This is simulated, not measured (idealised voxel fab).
Process module under the name voxel released beams
This is section cut - it's 230 nm across, gridded in 5 nm square cells.
Heads up, the way a cross-section reads in here is a grid of square cells, handed over as bands from the top down, with every band being one or more rows of cells. A band entry consists of two parts. The first gives the height of the band's top and the height of its bottom, in nm. The rest lists the band's materials from left to right, each with its width in nm. A single material labelled with the word "all across" fills the band from edge to edge, and the word "air" marks empty space. Measure heights from 0. That's the level where, below it, the as-received wafer is all one material. The lowest band is bottomless and extends downward; write it as in "0 and below". Think of "30 to 40" as a width that walks from the first number to the second as you go down the band, top row to bottom row, taking equal-sized steps from row to row. When a step is marked "left unchanged", none of the cells in the cross-section changed during that step. "Non-vented voids" lists enclosed empty spaces (at least 8 cells, no open path upward to the top), each as width x height at distance from the left edge, in nm. The remark found on a step's line after its settings is issued by the simulator itself and pertains to that step. "overlay nm" on a masked step: distance the mask lay right of its planned place, negative for left.

[List of planned process steps]
1) RECEIVE (material Si)
2) CONFORMAL_DEP (material SiN; thk nm 10)
3) DIRECTIONAL_DEP (material SiO2; thk nm 10)
4) PATTERN (tone open; mask id ANCHOR; material resist; width nm 40; thk nm 15; overlay nm 0)
5) DIRECTIONAL_ETCH (etch materials SiO2; depth nm 10)
6) STRIP (etch materials resist)
7) CONFORMAL_DEP (material polySi; thk nm 15)
8) MASKED_ETCH (tone cover; mask id BEAM; width nm 100; etch materials polySi; depth nm 15; overlay nm 0)
9) STRIP (etch materials SiO2)

[Received-state cross-section, reflecting completion of step 1]
0 and below: Si all across
Non-vented voids: none

[End-of-module cross-section of the first of two wafers, processed as planned]
35 down to 25: 60 air; 20 polySi; 10 air; 70 polySi; 70 air
25 down to 20: 60 air; 100 polySi; 70 air
20 down to 10: 65 air; 40 polySi; 125 air
10 down to 0: SiN all across
0 and below: Si all across
Non-vented voids: none

[End-of-module cross-section of the second wafer: identical starting point and process plan to the first, with one processing mistake]
30 down to 20: 60 air; 20 polySi; 10 air; 70 polySi; 70 air
20 down to 15: 60 air; 100 polySi; 70 air
15 down to 5: 65 air; 40 polySi; 125 air
5 down to 0: SiN all across
0 and below: Si all across
Non-vented voids: none
It is concluded that the wafer was processed incorrectly with respect to the plan, in that contrary to plan, step 2 was performed as CONFORMAL_DEP (material SiN; thk nm 5)
In the final state, the cell counts of the second wafer exceed or fall short of those of the first for the following materials: SiN -46
